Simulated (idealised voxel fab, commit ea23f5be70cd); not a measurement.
Title: Process Module voxel tone inversion
In the cross-section labelled cut, the width is 170 nm and each square cell is 5 nm.
Bands, listed from the top down, are how a cross-section gets written in this document; the cross-section itself is a grid of square cells, and a band is one or more rows of them.
In this notation a band is specified by the heights of its top and bottom, in that order and in nm, after which its materials appear from left to right, each paired with its width in nm. The word "edge to edge" attached to a single material means that material fills the band from edge to edge; the word "blank" stands for empty space.
The reference from which all heights are counted is 0, the level beneath which the as-received wafer is entirely one material; the lowest band, having no lower bound, proceeds downward and is written after the example "0 -> down".
Quick explanation for "30 to 40": the width changes in equal steps down the rows of cells, from the first number in the band's top row to the second number in its bottom row.
Step note "no alterations made" = no cross-section cell changed.
"Sealed internal cavities" contains a list of empty spaces, each no smaller than 8 cells and without an open way to the top, written in the form width x height at distance with the distance from the left edge and all three in nm.
Past the settings on a step's line: simulator remark, on that step.
"overlay nm" answers the question of how far to the right of plan the mask lay on a step that has a mask, and when it is negative the answer is to the left.

# Below is the list of planned process steps
1,RECEIVE | material Si
2,CONFORMAL_DEP | material SiN | thk nm 10
3,DIRECTIONAL_DEP | material aC | thk nm 25
4,PATTERN | tone cover | mask id POSTS | material resist | width nm 25 | pitch nm 40 | thk nm 30 | overlay nm 0
5,DIRECTIONAL_ETCH | etch materials aC | depth nm 25
6,STRIP | etch materials resist
7,FILL_DEP | material lowk | thk nm 10
8,CMP | height nm 35
9,STRIP | etch materials aC
10,CONFORMAL_DEP | material TiN | thk nm 5
11,FILL_DEP | material Ru | thk nm 10
12,CMP | height nm 35
13,CONFORMAL_DEP | material SiCN | thk nm 5

# Received-state cross-section, reflecting completion of step 1
> 0 -> down | Si edge to edge
> Sealed internal cavities: none

# Module complete, cross-section. Starting point and plan per above. One mistake made in running the module
> 50 -> 35 | SiCN edge to edge
> 35 -> 15 | lowk 30 nm / TiN 5 nm / Ru 15 nm / TiN 5 nm / lowk 15 nm / TiN 5 nm / Ru 15 nm / TiN 5 nm / lowk 15 nm / TiN 5 nm / Ru 15 nm / TiN 5 nm / lowk 35 nm
> 15 -> 10 | lowk 30 nm / TiN 25 nm / lowk 15 nm / TiN 25 nm / lowk 15 nm / TiN 25 nm / lowk 35 nm
> 10 -> 0 | SiN edge to edge
> 0 -> down | Si edge to edge
> Sealed internal cavities: none
Nonconformance to the process plan: for step 13, the planned setting was not used; the step was instead run as CONFORMAL_DEP | material SiCN | thk nm 15
